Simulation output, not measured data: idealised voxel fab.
process module | voxel wiring stack
cross-section cut | 215 nm wide | cells 5 nm
A cross-section is a grid of square cells, given in bands from the top down. A band is one or more rows of cells.
Each band's line starts with the height of the band's top and of its bottom, in nm. Then come its materials from left to right, each with its width in nm. One material with "throughout" fills the band from edge to edge. "air" is empty space.
Height 0 is the level under which the wafer as received is all one material. The lowest band goes on downwards, as in "0 down".
A width such as "30 to 40" changes by the same amount from each row of cells to the next, from the band's top row to its bottom row.
"no change" after a step means that no cell of the cross-section changed.
closed voids: empty space of 8 cells or more with no open way to the top, each as width x height at its distance from the left edge, in nm
after a step's settings: what the simulator itself notes on the step
overlay nm, on a step with a mask: how far to the right of its planned place the mask lay; to the left if negative
Each pair below shows a cross-section before one step and the cross-section after it, down to the lowest band that changed. The line under each pair gives the step between them, with its settings. The pairs can come from different runs of this module on the same starting wafer, so a pair continues from the pair above only where its "before" says so.
before
  100 to 85: SiO2 15 | air 15 | SiO2 35 | air 15 | SiO2 35 | air 15 | SiO2 35 | air 15 | SiO2 35
  85 to 80: SiCN 15 | air 15 | SiCN 35 | air 15 | SiCN 35 | air 15 | SiCN 35 | air 15 | SiCN 35
  80 to 65: SiO2 15 | TiN 5 | Cu 20 | TiN 5 | SiO2 20 | TiN 5 | Cu 20 | TiN 5 | SiO2 20 | TiN 5 | Cu 20 | TiN 5 | SiO2 20 | TiN 5 | Cu 20 | TiN 5 | SiO2 20
  65 to 60: SiO2 15 | TiN 5 | Cu 5 | TiN 20 | SiO2 20 | TiN 30 | SiO2 20 | TiN 5 | Cu 5 | TiN 20 | SiO2 20 | TiN 30 | SiO2 20
  60 to 45: SiO2 15 | TiN 5 | Cu 5 | TiN 5 | SiO2 85 | TiN 5 | Cu 5 | TiN 5 | SiO2 85
  45 to 40: SiCN 15 | TiN 15 | SiCN 85 | TiN 15 | SiCN 85
  40 to 15: SiO2 20 | TiN 5 | Cu 15 | TiN 5 | SiO2 25 | TiN 5 | Cu 15 | TiN 5 | SiO2 25 | TiN 5 | Cu 15 | TiN 5 | SiO2 25 | TiN 5 | Cu 15 | TiN 5 | SiO2 20
  15 to 10: SiN 20 | TiN 25 | SiN 25 | TiN 25 | SiN 25 | TiN 25 | SiN 25 | TiN 25 | SiN 20
  10 to 0: SiO2 throughout
  0 down: Si throughout
  closed voids: none
after
  105 to 100: TiN 20 | air 5 | TiN 45 | air 5 | TiN 45 | air 5 | TiN 45 | air 5 | TiN 40
  100 to 85: SiO2 15 | TiN 5 | air 5 | TiN 5 | SiO2 35 | TiN 5 | air 5 | TiN 5 | SiO2 35 | TiN 5 | air 5 | TiN 5 | SiO2 35 | TiN 5 | air 5 | TiN 5 | SiO2 35
  85 to 80: SiCN 15 | TiN 15 | SiCN 35 | TiN 15 | SiCN 35 | TiN 15 | SiCN 35 | TiN 15 | SiCN 35
  below 80: unchanged
  closed voids: none
the step between: op CONFORMAL_DEP | material TiN | thk nm 5
before: the cross-section after the pair above
after
  115 to 105: Ru throughout
  105 to 100: TiN 20 | Ru 5 | TiN 45 | Ru 5 | TiN 45 | Ru 5 | TiN 45 | Ru 5 | TiN 40
  100 to 85: SiO2 15 | TiN 5 | Ru 5 | TiN 5 | SiO2 35 | TiN 5 | Ru 5 | TiN 5 | SiO2 35 | TiN 5 | Ru 5 | TiN 5 | SiO2 35 | TiN 5 | Ru 5 | TiN 5 | SiO2 35
  below 85: unchanged
  closed voids: none
the step between: op FILL_DEP | material Ru | thk nm 10
before: the cross-section after the pair above
after
  100 to 85: SiO2 15 | TiN 5 | Ru 5 | TiN 5 | SiO2 35 | TiN 5 | Ru 5 | TiN 5 | SiO2 35 | TiN 5 | Ru 5 | TiN 5 | SiO2 35 | TiN 5 | Ru 5 | TiN 5 | SiO2 35
  below 85: unchanged
  closed voids: none
the step between: op CMP | height nm 100
before: the cross-section after the pair above
after
  105 to 100: SiCN throughout
  below 100: unchanged
  closed voids: none
the step between: op CONFORMAL_DEP | material SiCN | thk nm 5
before: the cross-section after the pair above
after
  125 to 105: SiO2 throughout
  below 105: unchanged
  closed voids: none
the step between: op DIRECTIONAL_DEP | material SiO2 | thk nm 20
before: the cross-section after the pair above
after
  140 to 125: aC throughout
  below 125: unchanged
  closed voids: none
the step between: op DIRECTIONAL_DEP | material aC | thk nm 15
before: the cross-section after the pair above
after
  175 to 140: resist 15 | air 30 | resist 20 | air 30 | resist 20 | air 30 | resist 20 | air 30 | resist 20
  below 140: unchanged
  closed voids: none
the step between: op PATTERN | tone open | mask id METAL_3 | material resist | width nm 30 | pitch nm 50 | thk nm 35 | overlay nm 0
before: the cross-section after the pair above
after
  160 to 140: resist 15 | air 30 | resist 20 | air 30 | resist 20 | air 30 | resist 20 | air 30 | resist 20
  140 to 125: aC 15 | air 30 | aC 20 | air 30 | aC 20 | air 30 | aC 20 | air 30 | aC 20
  below 125: unchanged
  closed voids: none
the step between: op DIRECTIONAL_ETCH | etch materials aC | depth nm 15
before: the cross-section after the pair above
after
  140 to 125: aC 15 | air 30 | aC 20 | air 30 | aC 20 | air 30 | aC 20 | air 30 | aC 20
  below 125: unchanged
  closed voids: none
the step between: op STRIP | etch materials resist
before: the cross-section after the pair above
after
  140 to 125: aC 15 | air 30 | aC 20 | air 30 | aC 20 | air 30 | aC 20 | air 30 | aC 20
  125 to 105: SiO2 15 | air 30 | SiO2 20 | air 30 | SiO2 20 | air 30 | SiO2 20 | air 30 | SiO2 20
  below 105: unchanged
  closed voids: none
the step between: op DIRECTIONAL_ETCH | etch materials SiO2 | depth nm 20
before: the cross-section after the pair above
after
  140 to 125: aC 15 | air 30 | aC 20 | air 30 | aC 20 | air 30 | aC 20 | air 30 | aC 20
  125 to 105: SiO2 15 | air 30 | SiO2 20 | air 30 | SiO2 20 | air 30 | SiO2 20 | air 30 | SiO2 20
  105 to 100: SiCN 15 | air 30 | SiCN 20 | air 30 | SiCN 20 | air 30 | SiCN 20 | air 30 | SiCN 20
  below 100: unchanged
  closed voids: none
the step between: op DIRECTIONAL_ETCH | etch materials SiCN | depth nm 5
before: the cross-section after the pair above
after
  125 to 105: SiO2 15 | air 30 | SiO2 20 | air 30 | SiO2 20 | air 30 | SiO2 20 | air 30 | SiO2 20
  below 105: unchanged
  closed voids: none
the step between: op STRIP | etch materials aC
before: the cross-section after the pair above
after
  130 to 125: TiN 20 | air 20 | TiN 30 | air 20 | TiN 30 | air 20 | TiN 30 | air 20 | TiN 25
  125 to 105: SiO2 15 | TiN 5 | air 20 | TiN 5 | SiO2 20 | TiN 5 | air 20 | TiN 5 | SiO2 20 | TiN 5 | air 20 | TiN 5 | SiO2 20 | TiN 5 | air 20 | TiN 5 | SiO2 20
  105 to 100: SiCN 15 | TiN 30 | SiCN 20 | TiN 30 | SiCN 20 | TiN 30 | SiCN 20 | TiN 30 | SiCN 20
  below 100: unchanged
  closed voids: none
the step between: op CONFORMAL_DEP | material TiN | thk nm 5
before: the cross-section after the pair above
after
  135 to 130: Cu throughout
  130 to 125: TiN 20 | Cu 20 | TiN 30 | Cu 20 | TiN 30 | Cu 20 | TiN 30 | Cu 20 | TiN 25
  125 to 105: SiO2 15 | TiN 5 | Cu 20 | TiN 5 | SiO2 20 | TiN 5 | Cu 20 | TiN 5 | SiO2 20 | TiN 5 | Cu 20 | TiN 5 | SiO2 20 | TiN 5 | Cu 20 | TiN 5 | SiO2 20
  below 105: unchanged
  closed voids: none
the step between: op FILL_DEP | material Cu | thk nm 5
before: the cross-section after the pair above
after
  125 to 105: SiO2 15 | TiN 5 | Cu 20 | TiN 5 | SiO2 20 | TiN 5 | Cu 20 | TiN 5 | SiO2 20 | TiN 5 | Cu 20 | TiN 5 | SiO2 20 | TiN 5 | Cu 20 | TiN 5 | SiO2 20
  below 105: unchanged
  closed voids: none
the step between: op CMP | height nm 125
before: the cross-section after the pair above
after
  130 to 125: SiCN throughout
  below 125: unchanged
  closed voids: none
the step between: op CONFORMAL_DEP | material SiCN | thk nm 5
before: the cross-section after the pair above
after
  140 to 130: lowk throughout
  below 130: unchanged
  closed voids: none
the step between: op DIRECTIONAL_DEP | material lowk | thk nm 10
before: the cross-section after the pair above
after
  155 to 140: resist 15 | air 15 | resist 35 | air 15 | resist 35 | air 15 | resist 35 | air 15 | resist 35
  below 140: unchanged
  closed voids: none
the step between: op PATTERN | tone open | mask id PLUG_3 | material resist | width nm 15 | pitch nm 50 | thk nm 15 | overlay nm 0
before: the cross-section after the pair above
after
  155 to 140: resist 15 | air 15 | resist 35 | air 15 | resist 35 | air 15 | resist 35 | air 15 | resist 35
  140 to 130: lowk 15 | air 15 | lowk 35 | air 15 | lowk 35 | air 15 | lowk 35 | air 15 | lowk 35
  below 130: unchanged
  closed voids: none
the step between: op DIRECTIONAL_ETCH | etch materials lowk | depth nm 10
before: the cross-section after the pair above
after
  155 to 140: resist 15 | air 15 | resist 35 | air 15 | resist 35 | air 15 | resist 35 | air 15 | resist 35
  140 to 130: lowk 15 | air 15 | lowk 35 | air 15 | lowk 35 | air 15 | lowk 35 | air 15 | lowk 35
  130 to 125: SiCN 15 | air 15 | SiCN 35 | air 15 | SiCN 35 | air 15 | SiCN 35 | air 15 | SiCN 35
  below 125: unchanged
  closed voids: none
the step between: op DIRECTIONAL_ETCH | etch materials SiCN | depth nm 5
before: the cross-section after the pair above
after
  140 to 130: lowk 15 | air 15 | lowk 35 | air 15 | lowk 35 | air 15 | lowk 35 | air 15 | lowk 35
  below 130: unchanged
  closed voids: none
the step between: op STRIP | etch materials resist
before: the cross-section after the pair above
after
  145 to 140: TiN 20 | air 5 | TiN 45 | air 5 | TiN 45 | air 5 | TiN 45 | air 5 | TiN 40
  140 to 130: lowk 15 | TiN 5 | air 5 | TiN 5 | lowk 35 | TiN 5 | air 5 | TiN 5 | lowk 35 | TiN 5 | air 5 | TiN 5 | lowk 35 | TiN 5 | air 5 | TiN 5 | lowk 35
  130 to 125: SiCN 15 | TiN 15 | SiCN 35 | TiN 15 | SiCN 35 | TiN 15 | SiCN 35 | TiN 15 | SiCN 35
  below 125: unchanged
  closed voids: none
the step between: op CONFORMAL_DEP | material TiN | thk nm 5
before: the cross-section after the pair above
after
  155 to 145: Ru throughout
  145 to 140: TiN 20 | Ru 5 | TiN 45 | Ru 5 | TiN 45 | Ru 5 | TiN 45 | Ru 5 | TiN 40
  140 to 130: lowk 15 | TiN 5 | Ru 5 | TiN 5 | lowk 35 | TiN 5 | Ru 5 | TiN 5 | lowk 35 | TiN 5 | Ru 5 | TiN 5 | lowk 35 | TiN 5 | Ru 5 | TiN 5 | lowk 35
  below 130: unchanged
  closed voids: none
the step between: op FILL_DEP | material Ru | thk nm 10
before: the cross-section after the pair above
after
  140 to 130: lowk 15 | TiN 5 | Ru 5 | TiN 5 | lowk 35 | TiN 5 | Ru 5 | TiN 5 | lowk 35 | TiN 5 | Ru 5 | TiN 5 | lowk 35 | TiN 5 | Ru 5 | TiN 5 | lowk 35
  below 130: unchanged
  closed voids: none
the step between: op CMP | height nm 140
before: the cross-section after the pair above
after
  145 to 140: TiN throughout
  below 140: unchanged
  closed voids: none
the step between: op DIRECTIONAL_DEP | material TiN | thk nm 5
before: the cross-section after the pair above
after
  165 to 145: W throughout
  below 145: unchanged
  closed voids: none
the step between: op DIRECTIONAL_DEP | material W | thk nm 20
before: the cross-section after the pair above
after
  175 to 165: aC throughout
  below 165: unchanged
  closed voids: none
the step between: op DIRECTIONAL_DEP | material aC | thk nm 10
before: the cross-section after the pair above
after
  200 to 175: air 15 | resist 30 | air 20 | resist 30 | air 20 | resist 30 | air 20 | resist 30 | air 20
  below 175: unchanged
  closed voids: none
the step between: op PATTERN | tone cover | mask id METAL_4 | material resist | width nm 30 | pitch nm 50 | thk nm 25 | overlay nm 0
before: the cross-section after the pair above
after
  190 to 175: air 15 | resist 30 | air 20 | resist 30 | air 20 | resist 30 | air 20 | resist 30 | air 20
  175 to 165: air 15 | aC 30 | air 20 | aC 30 | air 20 | aC 30 | air 20 | aC 30 | air 20
  below 165: unchanged
  closed voids: none
the step between: op DIRECTIONAL_ETCH | etch materials aC | depth nm 10
before: the cross-section after the pair above
after
  175 to 165: air 15 | aC 30 | air 20 | aC 30 | air 20 | aC 30 | air 20 | aC 30 | air 20
  below 165: unchanged
  closed voids: none
the step between: op STRIP | etch materials resist
before: the cross-section after the pair above
after
  175 to 165: air 15 | aC 30 | air 20 | aC 30 | air 20 | aC 30 | air 20 | aC 30 | air 20
  165 to 145: air 15 | W 30 | air 20 | W 30 | air 20 | W 30 | air 20 | W 30 | air 20
  below 145: unchanged
  closed voids: none
the step between: op DIRECTIONAL_ETCH | etch materials W | depth nm 20
before: the cross-section after the pair above
after
  175 to 165: air 15 | aC 30 | air 20 | aC 30 | air 20 | aC 30 | air 20 | aC 30 | air 20
  165 to 145: air 15 | W 30 | air 20 | W 30 | air 20 | W 30 | air 20 | W 30 | air 20
  145 to 140: air 15 | TiN 30 | air 20 | TiN 30 | air 20 | TiN 30 | air 20 | TiN 30 | air 20
  below 140: unchanged
  closed voids: none
the step between: op DIRECTIONAL_ETCH | etch materials TiN | depth nm 5
before: the cross-section after the pair above
after
  165 to 145: air 15 | W 30 | air 20 | W 30 | air 20 | W 30 | air 20 | W 30 | air 20
  below 145: unchanged
  closed voids: none
the step between: op STRIP | etch materials aC
before: the cross-section after the pair above
after
  170 to 165: air 10 | SiCN 40 | air 10 | SiCN 40 | air 10 | SiCN 40 | air 10 | SiCN 40 | air 15
  165 to 145: air 10 | SiCN 5 | W 30 | SiCN 5 | air 10 | SiCN 5 | W 30 | SiCN 5 | air 10 | SiCN 5 | W 30 | SiCN 5 | air 10 | SiCN 5 | W 30 | SiCN 5 | air 15
  145 to 140: SiCN 15 | TiN 30 | SiCN 20 | TiN 30 | SiCN 20 | TiN 30 | SiCN 20 | TiN 30 | SiCN 20
  below 140: unchanged
  closed voids: none
the step between: op CONFORMAL_DEP | material SiCN | thk nm 5
before: the cross-section after the pair above
after
  180 to 170: SiO2 throughout
  170 to 165: SiO2 10 | SiCN 40 | SiO2 10 | SiCN 40 | SiO2 10 | SiCN 40 | SiO2 10 | SiCN 40 | SiO2 15
  165 to 145: SiO2 10 | SiCN 5 | W 30 | SiCN 5 | SiO2 10 | SiCN 5 | W 30 | SiCN 5 | SiO2 10 | SiCN 5 | W 30 | SiCN 5 | SiO2 10 | SiCN 5 | W 30 | SiCN 5 | SiO2 15
  below 145: unchanged
  closed voids: none
the step between: op FILL_DEP | material SiO2 | thk nm 10
before: the cross-section after the pair above
after
  165 to 145: SiO2 10 | SiCN 5 | W 30 | SiCN 5 | SiO2 10 | SiCN 5 | W 30 | SiCN 5 | SiO2 10 | SiCN 5 | W 30 | SiCN 5 | SiO2 10 | SiCN 5 | W 30 | SiCN 5 | SiO2 15
  below 145: unchanged
  closed voids: none
the step between: op CMP | height nm 165
before: the cross-section after the pair above
after
  170 to 165: SiN throughout
  below 165: unchanged
  closed voids: none
the step between: op CONFORMAL_DEP | material SiN | thk nm 5
before
  140 to 130: lowk throughout
  130 to 125: SiCN throughout
  125 to 105: SiO2 15 | TiN 5 | Cu 20 | TiN 5 | SiO2 20 | TiN 5 | Cu 20 | TiN 5 | SiO2 20 | TiN 5 | Cu 20 | TiN 5 | SiO2 20 | TiN 5 | Cu 20 | TiN 5 | SiO2 20
  105 to 100: SiCN 15 | TiN 30 | SiCN 20 | TiN 30 | SiCN 20 | TiN 30 | SiCN 20 | TiN 30 | SiCN 20
  100 to 85: SiO2 15 | TiN 5 | Ru 5 | TiN 5 | SiO2 35 | TiN 5 | Ru 5 | TiN 5 | SiO2 35 | TiN 5 | Ru 5 | TiN 5 | SiO2 35 | TiN 5 | Ru 5 | TiN 5 | SiO2 35
  85 to 80: SiCN 15 | TiN 15 | SiCN 35 | TiN 15 | SiCN 35 | TiN 15 | SiCN 35 | TiN 15 | SiCN 35
  80 to 65: SiO2 15 | TiN 5 | Cu 20 | TiN 5 | SiO2 20 | TiN 5 | Cu 20 | TiN 5 | SiO2 20 | TiN 5 | Cu 20 | TiN 5 | SiO2 20 | TiN 5 | Cu 20 | TiN 5 | SiO2 20
  65 to 60: SiO2 15 | TiN 5 | Cu 5 | TiN 20 | SiO2 20 | TiN 30 | SiO2 20 | TiN 5 | Cu 5 | TiN 20 | SiO2 20 | TiN 30 | SiO2 20
  60 to 45: SiO2 15 | TiN 5 | Cu 5 | TiN 5 | SiO2 85 | TiN 5 | Cu 5 | TiN 5 | SiO2 85
  45 to 40: SiCN 15 | TiN 15 | SiCN 85 | TiN 15 | SiCN 85
  40 to 15: SiO2 15 | TiN 5 | Cu 20 | TiN 5 | SiO2 20 | TiN 5 | Cu 20 | TiN 5 | SiO2 20 | TiN 5 | Cu 20 | TiN 5 | SiO2 20 | TiN 5 | Cu 20 | TiN 5 | SiO2 20
  15 to 10: SiN 15 | TiN 30 | SiN 20 | TiN 30 | SiN 20 | TiN 30 | SiN 20 | TiN 30 | SiN 20
  10 to 0: SiO2 throughout
  0 down: Si throughout
  closed voids: none
after
  155 to 140: resist 25 | air 15 | resist 35 | air 15 | resist 35 | air 15 | resist 35 | air 15 | resist 25
  below 140: unchanged
  closed voids: none
the step between: op PATTERN | tone open | mask id PLUG_3 | material resist | width nm 15 | pitch nm 50 | thk nm 15 | overlay nm 10
before: the cross-section after the pair above
after
  155 to 140: resist 25 | air 15 | resist 35 | air 15 | resist 35 | air 15 | resist 35 | air 15 | resist 25
  140 to 130: lowk 25 | air 15 | lowk 35 | air 15 | lowk 35 | air 15 | lowk 35 | air 15 | lowk 25
  below 130: unchanged
  closed voids: none
the step between: op DIRECTIONAL_ETCH | etch materials lowk | depth nm 10
before: the cross-section after the pair above
after
  155 to 140: resist 25 | air 15 | resist 35 | air 15 | resist 35 | air 15 | resist 35 | air 15 | resist 25
  140 to 130: lowk 25 | air 15 | lowk 35 | air 15 | lowk 35 | air 15 | lowk 35 | air 15 | lowk 25
  130 to 125: SiCN 25 | air 15 | SiCN 35 | air 15 | SiCN 35 | air 15 | SiCN 35 | air 15 | SiCN 25
  below 125: unchanged
  closed voids: none
the step between: op DIRECTIONAL_ETCH | etch materials SiCN | depth nm 5
before: the cross-section after the pair above
after
  140 to 130: lowk 25 | air 15 | lowk 35 | air 15 | lowk 35 | air 15 | lowk 35 | air 15 | lowk 25
  below 130: unchanged
  closed voids: none
the step between: op STRIP | etch materials resist
before: the cross-section after the pair above
after
  145 to 140: TiN 30 | air 5 | TiN 45 | air 5 | TiN 45 | air 5 | TiN 45 | air 5 | TiN 30
  140 to 130: lowk 25 | TiN 5 | air 5 | TiN 5 | lowk 35 | TiN 5 | air 5 | TiN 5 | lowk 35 | TiN 5 | air 5 | TiN 5 | lowk 35 | TiN 5 | air 5 | TiN 5 | lowk 25
  130 to 125: SiCN 25 | TiN 15 | SiCN 35 | TiN 15 | SiCN 35 | TiN 15 | SiCN 35 | TiN 15 | SiCN 25
  below 125: unchanged
  closed voids: none
the step between: op CONFORMAL_DEP | material TiN | thk nm 5
before: the cross-section after the pair above
after
  155 to 145: Ru throughout
  145 to 140: TiN 30 | Ru 5 | TiN 45 | Ru 5 | TiN 45 | Ru 5 | TiN 45 | Ru 5 | TiN 30
  140 to 130: lowk 25 | TiN 5 | Ru 5 | TiN 5 | lowk 35 | TiN 5 | Ru 5 | TiN 5 | lowk 35 | TiN 5 | Ru 5 | TiN 5 | lowk 35 | TiN 5 | Ru 5 | TiN 5 | lowk 25
  below 130: unchanged
  closed voids: none
the step between: op FILL_DEP | material Ru | thk nm 10
before: the cross-section after the pair above
after
  140 to 130: lowk 25 | TiN 5 | Ru 5 | TiN 5 | lowk 35 | TiN 5 | Ru 5 | TiN 5 | lowk 35 | TiN 5 | Ru 5 | TiN 5 | lowk 35 | TiN 5 | Ru 5 | TiN 5 | lowk 25
  below 130: unchanged
  closed voids: none
the step between: op CMP | height nm 140
before: the cross-section after the pair above
after
  145 to 140: TiN throughout
  below 140: unchanged
  closed voids: none
the step between: op DIRECTIONAL_DEP | material TiN | thk nm 5
before: the cross-section after the pair above
after
  165 to 145: W throughout
  below 145: unchanged
  closed voids: none
the step between: op DIRECTIONAL_DEP | material W | thk nm 20
before: the cross-section after the pair above
after
  175 to 165: aC throughout
  below 165: unchanged
  closed voids: none
the step between: op DIRECTIONAL_DEP | material aC | thk nm 10
before: the cross-section after the pair above
after
  200 to 175: air 15 | resist 30 | air 20 | resist 30 | air 20 | resist 30 | air 20 | resist 30 | air 20
  below 175: unchanged
  closed voids: none
the step between: op PATTERN | tone cover | mask id METAL_4 | material resist | width nm 30 | pitch nm 50 | thk nm 25 | overlay nm 0
before: the cross-section after the pair above
after
  190 to 175: air 15 | resist 30 | air 20 | resist 30 | air 20 | resist 30 | air 20 | resist 30 | air 20
  175 to 165: air 15 | aC 30 | air 20 | aC 30 | air 20 | aC 30 | air 20 | aC 30 | air 20
  below 165: unchanged
  closed voids: none
the step between: op DIRECTIONAL_ETCH | etch materials aC | depth nm 10
before: the cross-section after the pair above
after
  175 to 165: air 15 | aC 30 | air 20 | aC 30 | air 20 | aC 30 | air 20 | aC 30 | air 20
  below 165: unchanged
  closed voids: none
the step between: op STRIP | etch materials resist
before: the cross-section after the pair above
after
  175 to 165: air 15 | aC 30 | air 20 | aC 30 | air 20 | aC 30 | air 20 | aC 30 | air 20
  165 to 145: air 15 | W 30 | air 20 | W 30 | air 20 | W 30 | air 20 | W 30 | air 20
  below 145: unchanged
  closed voids: none
the step between: op DIRECTIONAL_ETCH | etch materials W | depth nm 20
before: the cross-section after the pair above
after
  175 to 165: air 15 | aC 30 | air 20 | aC 30 | air 20 | aC 30 | air 20 | aC 30 | air 20
  165 to 145: air 15 | W 30 | air 20 | W 30 | air 20 | W 30 | air 20 | W 30 | air 20
  145 to 140: air 15 | TiN 30 | air 20 | TiN 30 | air 20 | TiN 30 | air 20 | TiN 30 | air 20
  below 140: unchanged
  closed voids: none
the step between: op DIRECTIONAL_ETCH | etch materials TiN | depth nm 5
before: the cross-section after the pair above
after
  165 to 145: air 15 | W 30 | air 20 | W 30 | air 20 | W 30 | air 20 | W 30 | air 20
  below 145: unchanged
  closed voids: none
the step between: op STRIP | etch materials aC
before: the cross-section after the pair above
after
  170 to 165: air 10 | SiCN 40 | air 10 | SiCN 40 | air 10 | SiCN 40 | air 10 | SiCN 40 | air 15
  165 to 145: air 10 | SiCN 5 | W 30 | SiCN 5 | air 10 | SiCN 5 | W 30 | SiCN 5 | air 10 | SiCN 5 | W 30 | SiCN 5 | air 10 | SiCN 5 | W 30 | SiCN 5 | air 15
  145 to 140: SiCN 15 | TiN 30 | SiCN 20 | TiN 30 | SiCN 20 | TiN 30 | SiCN 20 | TiN 30 | SiCN 20
  below 140: unchanged
  closed voids: none
the step between: op CONFORMAL_DEP | material SiCN | thk nm 5
before: the cross-section after the pair above
after
  180 to 170: SiO2 throughout
  170 to 165: SiO2 10 | SiCN 40 | SiO2 10 | SiCN 40 | SiO2 10 | SiCN 40 | SiO2 10 | SiCN 40 | SiO2 15
  165 to 145: SiO2 10 | SiCN 5 | W 30 | SiCN 5 | SiO2 10 | SiCN 5 | W 30 | SiCN 5 | SiO2 10 | SiCN 5 | W 30 | SiCN 5 | SiO2 10 | SiCN 5 | W 30 | SiCN 5 | SiO2 15
  below 145: unchanged
  closed voids: none
the step between: op FILL_DEP | material SiO2 | thk nm 10
before: the cross-section after the pair above
after
  165 to 145: SiO2 10 | SiCN 5 | W 30 | SiCN 5 | SiO2 10 | SiCN 5 | W 30 | SiCN 5 | SiO2 10 | SiCN 5 | W 30 | SiCN 5 | SiO2 10 | SiCN 5 | W 30 | SiCN 5 | SiO2 15
  below 145: unchanged
  closed voids: none
the step between: op CMP | height nm 165
before: the cross-section after the pair above
after
  170 to 165: SiN throughout
  below 165: unchanged
  closed voids: none
the step between: op CONFORMAL_DEP | material SiN | thk nm 5
before
  105 to 100: SiCN throughout
  100 to 85: SiO2 15 | TiN 5 | Ru 5 | TiN 5 | SiO2 35 | TiN 5 | Ru 5 | TiN 5 | SiO2 35 | TiN 5 | Ru 5 | TiN 5 | SiO2 35 | TiN 5 | Ru 5 | TiN 5 | SiO2 35
  85 to 80: SiCN 15 | TiN 15 | SiCN 35 | TiN 15 | SiCN 35 | TiN 15 | SiCN 35 | TiN 15 | SiCN 35
  80 to 65: SiO2 15 | TiN 5 | Cu 20 | TiN 5 | SiO2 20 | TiN 5 | Cu 20 | TiN 5 | SiO2 20 | TiN 5 | Cu 20 | TiN 5 | SiO2 20 | TiN 5 | Cu 20 | TiN 5 | SiO2 20
  65 to 60: SiO2 15 | TiN 5 | Cu 5 | TiN 20 | SiO2 20 | TiN 30 | SiO2 20 | TiN 5 | Cu 5 | TiN 20 | SiO2 20 | TiN 30 | SiO2 20
  60 to 45: SiO2 15 | TiN 5 | Cu 5 | TiN 5 | SiO2 85 | TiN 5 | Cu 5 | TiN 5 | SiO2 85
  45 to 40: SiCN 15 | TiN 15 | SiCN 85 | TiN 15 | SiCN 85
  40 to 15: SiO2 15 | TiN 5 | Cu 20 | TiN 5 | SiO2 20 | TiN 5 | Cu 20 | TiN 5 | SiO2 20 | TiN 5 | Cu 20 | TiN 5 | SiO2 20 | TiN 5 | Cu 20 | TiN 5 | SiO2 20
  15 to 10: SiN 15 | TiN 30 | SiN 20 | TiN 30 | SiN 20 | TiN 30 | SiN 20 | TiN 30 | SiN 20
  10 to 0: SiO2 throughout
  0 down: Si throughout
  closed voids: none
after
  125 to 105: W throughout
  below 105: unchanged
  closed voids: none
the step between: op DIRECTIONAL_DEP | material W | thk nm 20
before: the cross-section after the pair above
after
  140 to 125: aC throughout
  below 125: unchanged
  closed voids: none
the step between: op DIRECTIONAL_DEP | material aC | thk nm 15
before: the cross-section after the pair above
after
  175 to 140: resist 15 | air 30 | resist 20 | air 30 | resist 20 | air 30 | resist 20 | air 30 | resist 20
  below 140: unchanged
  closed voids: none
the step between: op PATTERN | tone open | mask id METAL_3 | material resist | width nm 30 | pitch nm 50 | thk nm 35 | overlay nm 0
before: the cross-section after the pair above
after
  160 to 140: resist 15 | air 30 | resist 20 | air 30 | resist 20 | air 30 | resist 20 | air 30 | resist 20
  140 to 125: aC 15 | air 30 | aC 20 | air 30 | aC 20 | air 30 | aC 20 | air 30 | aC 20
  below 125: unchanged
  closed voids: none
the step between: op DIRECTIONAL_ETCH | etch materials aC | depth nm 15
before: the cross-section after the pair above
after
  140 to 125: aC 15 | air 30 | aC 20 | air 30 | aC 20 | air 30 | aC 20 | air 30 | aC 20
  below 125: unchanged
  closed voids: none
the step between: op STRIP | etch materials resist
before: the cross-section after the pair above
after
  125 to 105: W throughout
  below 105: unchanged
  closed voids: none
the step between: op STRIP | etch materials aC
before: the cross-section after the pair above
after
  130 to 125: TiN throughout
  below 125: unchanged
  closed voids: none
the step between: op CONFORMAL_DEP | material TiN | thk nm 5
before: the cross-section after the pair above
after
  135 to 130: Cu throughout
  below 130: unchanged
  closed voids: none
the step between: op FILL_DEP | material Cu | thk nm 5
before: the cross-section after the pair above
after
  125 to 105: W throughout
  below 105: unchanged
  closed voids: none
the step between: op CMP | height nm 125
before: the cross-section after the pair above
after
  130 to 125: SiCN throughout
  below 125: unchanged
  closed voids: none
the step between: op CONFORMAL_DEP | material SiCN | thk nm 5
before: the cross-section after the pair above
after
  140 to 130: lowk throughout
  below 130: unchanged
  closed voids: none
the step between: op DIRECTIONAL_DEP | material lowk | thk nm 10
before: the cross-section after the pair above
after
  155 to 140: resist 15 | air 15 | resist 35 | air 15 | resist 35 | air 15 | resist 35 | air 15 | resist 35
  below 140: unchanged
  closed voids: none
the step between: op PATTERN | tone open | mask id PLUG_3 | material resist | width nm 15 | pitch nm 50 | thk nm 15 | overlay nm 0
before: the cross-section after the pair above
after
  155 to 140: resist 15 | air 15 | resist 35 | air 15 | resist 35 | air 15 | resist 35 | air 15 | resist 35
  140 to 130: lowk 15 | air 15 | lowk 35 | air 15 | lowk 35 | air 15 | lowk 35 | air 15 | lowk 35
  below 130: unchanged
  closed voids: none
the step between: op DIRECTIONAL_ETCH | etch materials lowk | depth nm 10
before: the cross-section after the pair above
after
  155 to 140: resist 15 | air 15 | resist 35 | air 15 | resist 35 | air 15 | resist 35 | air 15 | resist 35
  140 to 130: lowk 15 | air 15 | lowk 35 | air 15 | lowk 35 | air 15 | lowk 35 | air 15 | lowk 35
  130 to 125: SiCN 15 | air 15 | SiCN 35 | air 15 | SiCN 35 | air 15 | SiCN 35 | air 15 | SiCN 35
  below 125: unchanged
  closed voids: none
the step between: op DIRECTIONAL_ETCH | etch materials SiCN | depth nm 5
before: the cross-section after the pair above
after
  140 to 130: lowk 15 | air 15 | lowk 35 | air 15 | lowk 35 | air 15 | lowk 35 | air 15 | lowk 35
  below 130: unchanged
  closed voids: none
the step between: op STRIP | etch materials resist
before: the cross-section after the pair above
after
  145 to 140: TiN 20 | air 5 | TiN 45 | air 5 | TiN 45 | air 5 | TiN 45 | air 5 | TiN 40
  140 to 130: lowk 15 | TiN 5 | air 5 | TiN 5 | lowk 35 | TiN 5 | air 5 | TiN 5 | lowk 35 | TiN 5 | air 5 | TiN 5 | lowk 35 | TiN 5 | air 5 | TiN 5 | lowk 35
  130 to 125: SiCN 15 | TiN 15 | SiCN 35 | TiN 15 | SiCN 35 | TiN 15 | SiCN 35 | TiN 15 | SiCN 35
  below 125: unchanged
  closed voids: none
the step between: op CONFORMAL_DEP | material TiN | thk nm 5
before: the cross-section after the pair above
after
  155 to 145: Ru throughout
  145 to 140: TiN 20 | Ru 5 | TiN 45 | Ru 5 | TiN 45 | Ru 5 | TiN 45 | Ru 5 | TiN 40
  140 to 130: lowk 15 | TiN 5 | Ru 5 | TiN 5 | lowk 35 | TiN 5 | Ru 5 | TiN 5 | lowk 35 | TiN 5 | Ru 5 | TiN 5 | lowk 35 | TiN 5 | Ru 5 | TiN 5 | lowk 35
  below 130: unchanged
  closed voids: none
the step between: op FILL_DEP | material Ru | thk nm 10
before: the cross-section after the pair above
after
  140 to 130: lowk 15 | TiN 5 | Ru 5 | TiN 5 | lowk 35 | TiN 5 | Ru 5 | TiN 5 | lowk 35 | TiN 5 | Ru 5 | TiN 5 | lowk 35 | TiN 5 | Ru 5 | TiN 5 | lowk 35
  below 130: unchanged
  closed voids: none
the step between: op CMP | height nm 140
